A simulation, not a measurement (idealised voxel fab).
process module | voxel self aligned vias
cross-section cut | 235 nm wide | cells 5 nm
A cross-section is a grid of square cells, given in bands from the top down. A band is one or more rows of cells.
Each band's line starts with the height of the band's top and of its bottom, in nm. Then come its materials from left to right, each with its width in nm. One material with "throughout" fills the band from edge to edge. "air" is empty space.
Height 0 is the level under which the wafer as received is all one material. The lowest band goes on downwards, as in "0 down".
A width such as "30 to 40" changes by the same amount from each row of cells to the next, from the band's top row to its bottom row.
"no change" after a step means that no cell of the cross-section changed.
closed voids: empty space of 8 cells or more with no open way to the top, each as width x height at its distance from the left edge, in nm
after a step's settings: what the simulator itself notes on the step
overlay nm, on a step with a mask: how far to the right of its planned place the mask lay; to the left if negative
plan
1 op RECEIVE | material Si
2 op CONFORMAL_DEP | material SiO2 | thk nm 10
3 op CONFORMAL_DEP | material SiCN | thk nm 5
4 op DIRECTIONAL_DEP | material lowk | thk nm 30
5 op DIRECTIONAL_DEP | material aC | thk nm 10
6 op PATTERN | tone open | mask id LINES | material resist | width nm 20 | pitch nm 45 | thk nm 25 | overlay nm 0
7 op DIRECTIONAL_ETCH | etch materials aC | depth nm 10
8 op STRIP | etch materials resist
9 op DIRECTIONAL_ETCH | etch materials lowk | depth nm 30
10 op STRIP | etch materials aC
11 op CONFORMAL_DEP | material TiN | thk nm 5
12 op FILL_DEP | material W | thk nm 5
13 op CMP | height nm 45
14 op SELECTIVE_ETCH | etch materials W Ru TiN | depth nm 10
15 op FILL_DEP | material SiN | thk nm 10
16 op CMP | height nm 45
17 op DIRECTIONAL_DEP | material lowk | thk nm 20
18 op MASKED_ETCH | tone open | mask id VIAS | width nm 30 | etch materials lowk | depth nm 20 | overlay nm 0
19 op MASKED_ETCH | tone open | mask id VIAS | width nm 30 | etch materials SiN | depth nm 10 | overlay nm -15
20 op CONFORMAL_DEP | material TiN | thk nm 5
21 op FILL_DEP | material Cu | thk nm 5
22 op CMP | height nm 65
23 op CONFORMAL_DEP | material SiCN | thk nm 5
varied across the wafers: overlay nm of step 19. The plan shows the first wafer's value. All wafers start alike
first wafer as received, after step 1
  0 down: Si throughout
  closed voids: none
first wafer at the end, after step 23
  70 to 65: SiCN throughout
  65 to 50: lowk 80 | TiN 5 | Cu 20 | TiN 5 | lowk 125
  50 to 45: lowk 80 | TiN 30 | lowk 125
  45 to 35: lowk 85 | TiN 10 | SiN 10 | lowk 25 | SiN 20 | lowk 85
  35 to 20: lowk 85 | TiN 5 | W 10 | TiN 5 | lowk 25 | TiN 5 | W 10 | TiN 5 | lowk 85
  20 to 15: lowk 85 | TiN 20 | lowk 25 | TiN 20 | lowk 85
  15 to 10: SiCN throughout
  10 to 0: SiO2 throughout
  0 down: Si throughout
  closed voids: none
last wafer at the end
  70 to 65: SiCN throughout
  65 to 50: lowk 80 | TiN 5 | Cu 20 | TiN 5 | lowk 125
  50 to 45: lowk 80 | TiN 30 | lowk 125
  45 to 35: lowk 85 | SiN 10 | TiN 10 | lowk 25 | SiN 20 | lowk 85
  35 to 20: lowk 85 | TiN 5 | W 10 | TiN 5 | lowk 25 | TiN 5 | W 10 | TiN 5 | lowk 85
  20 to 15: lowk 85 | TiN 20 | lowk 25 | TiN 20 | lowk 85
  15 to 10: SiCN throughout
  10 to 0: SiO2 throughout
  0 down: Si throughout
  closed voids: none
each wafer at the end: cells of each material gained (+) or lost (-) since it was received, then its closed voids
overlay nm -15 | +12 Cu | +94 SiCN | +12 SiN | +94 SiO2 | +36 TiN | +12 W | +398 lowk | closed voids: none
overlay nm -10 | +14 Cu | +94 SiCN | +10 SiN | +94 SiO2 | +36 TiN | +12 W | +398 lowk | closed voids: none
overlay nm -5 | +16 Cu | +94 SiCN | +8 SiN | +94 SiO2 | +36 TiN | +12 W | +398 lowk | closed voids: none
overlay nm 0 | +16 Cu | +94 SiCN | +8 SiN | +94 SiO2 | +36 TiN | +12 W | +398 lowk | closed voids: none
overlay nm 5 | +16 Cu | +94 SiCN | +8 SiN | +94 SiO2 | +36 TiN | +12 W | +398 lowk | closed voids: none
overlay nm 10 | +14 Cu | +94 SiCN | +10 SiN | +94 SiO2 | +36 TiN | +12 W | +398 lowk | closed voids: none
overlay nm 15 | +12 Cu | +94 SiCN | +12 SiN | +94 SiO2 | +36 TiN | +12 W | +398 lowk | closed voids: none
